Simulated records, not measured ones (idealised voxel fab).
The document below concerns the process module designated voxel released beams.
The cross-section on display is named cut; it measures 205 nm wide, and its cells are 5 nm squares.
A cross-section is written here as square cells arranged in a grid, and it is given in bands from the top down, each band taking up one or more rows of cells. This entry defines a band. It first specifies the height of the band's top and the height of its bottom in nm, and then specifies the band's materials from left to right, stating each material with its width in nm. The word "throughout" identifies a single material that fills the band from edge to edge, while the word "air" identifies empty space. Beneath 0, the wafer as received is one material, and that level is where height counting begins. The lowest band goes on downward without a bottom; it is written like "0..down". A two-number width, for instance "30..40", indicates that the width is equal to the first number in the top row of the band and to the second number in the bottom row, and that it changes by a constant amount per row of cells. Step marked "identical to before"? Then no cell in the cross-section changed in it. In the "Fully closed voids" entry, you get each enclosed empty space of 8 cells or more, one with no open way to the top, written width x height at distance, distance from the left edge, in nm. It should be noted that, on the line of a given step, the content following the step's settings is a remark produced by the simulator itself with respect to that step. overlay nm: on a step with a mask, how far right of its planned place the mask lay; negative means left.

BELOW IS THE LIST OF PLANNED PROCESS STEPS
| 1 | op RECEIVE | material Si |
| 2 | op CONFORMAL_DEP | material SiN | thk nm 10 |
| 3 | op DIRECTIONAL_DEP | material SiO2 | thk nm 20 |
| 4 | op MASKED_ETCH | tone open | mask id ANCHOR | width nm 30 | etch materials SiO2 | depth nm 20 | overlay nm 0 |
| 5 | op CONFORMAL_DEP | material W | thk nm 10 |
| 6 | op MASKED_ETCH | tone cover | mask id BEAM | width nm 85 | etch materials W | depth nm 10 | overlay nm 0 |
| 7 | op STRIP | etch materials SiO2 |

WAFER, FIRST OF TWO, RUN AS PLANNED

WAFER CROSS-SECTION ON RECEIPT, I.E. AFTER STEP 1
  0..down | Si throughout
  Fully closed voids: none

UPON COMPLETION OF STEP 2, THE WAFER APPEARS IN CROSS-SECTION AS SHOWN
  10..0 | SiN throughout
  Note: structure below 0 unchanged.

UPON COMPLETION OF STEP 3, THE WAFER APPEARS IN CROSS-SECTION AS SHOWN
  30..10 | SiO2 throughout
  Note: structure below 10 unchanged.

UPON COMPLETION OF STEP 4, THE WAFER APPEARS IN CROSS-SECTION AS SHOWN
  30..10 | SiO2 60 nm | air 30 nm | SiO2 115 nm
  Note: structure below 10 unchanged.

UPON COMPLETION OF STEP 5, THE WAFER APPEARS IN CROSS-SECTION AS SHOWN
  40..30 | W 70 nm | air 10 nm | W 125 nm
  30..20 | SiO2 60 nm | W 10 nm | air 10 nm | W 10 nm | SiO2 115 nm
  20..10 | SiO2 60 nm | W 30 nm | SiO2 115 nm
  Note: structure below 10 unchanged.

UPON COMPLETION OF STEP 6, THE WAFER APPEARS IN CROSS-SECTION AS SHOWN
  40..30 | air 55 nm | W 15 nm | air 10 nm | W 60 nm | air 65 nm
  Note: structure below 30 unchanged.

UPON COMPLETION OF STEP 7, THE WAFER APPEARS IN CROSS-SECTION AS SHOWN
  40..30 | air 55 nm | W 15 nm | air 10 nm | W 60 nm | air 65 nm
  30..20 | air 60 nm | W 10 nm | air 10 nm | W 10 nm | air 115 nm
  20..10 | air 60 nm | W 30 nm | air 115 nm
  Note: structure below 10 unchanged.

NOW THE OTHER WAFER: SAME START, SAME RECIPE, BUT WE MESSED UP ONE THING WHEN RUNNING IT. UP TO AND INCLUDING STEP 2 IT'S THE SAME AS THE FIRST ONE

Cross-section of the second wafer at the time by which step 3 should have been completed according to the plan: identical to before

Cross-section of the second wafer at the time by which step 4 should have been completed according to the plan: identical to before

CROSS-SECTION OF THE SECOND WAFER AT THE TIME BY WHICH STEP 5 SHOULD HAVE BEEN COMPLETED ACCORDING TO THE PLAN
  20..10 | W throughout
  Note: structure below 10 unchanged.

CROSS-SECTION OF THE SECOND WAFER AT THE TIME BY WHICH STEP 6 SHOULD HAVE BEEN COMPLETED ACCORDING TO THE PLAN
  20..10 | air 55 nm | W 85 nm | air 65 nm
  Note: structure below 10 unchanged.

Cross-section of the second wafer at the time by which step 7 should have been completed according to the plan: identical to before
Heads up, the wafer didn't run the way we planned it: step 3 of the plan was jumped over and never run
Count the cells at the end and the second wafer has more or fewer of some materials than the first: W: 16 fewer
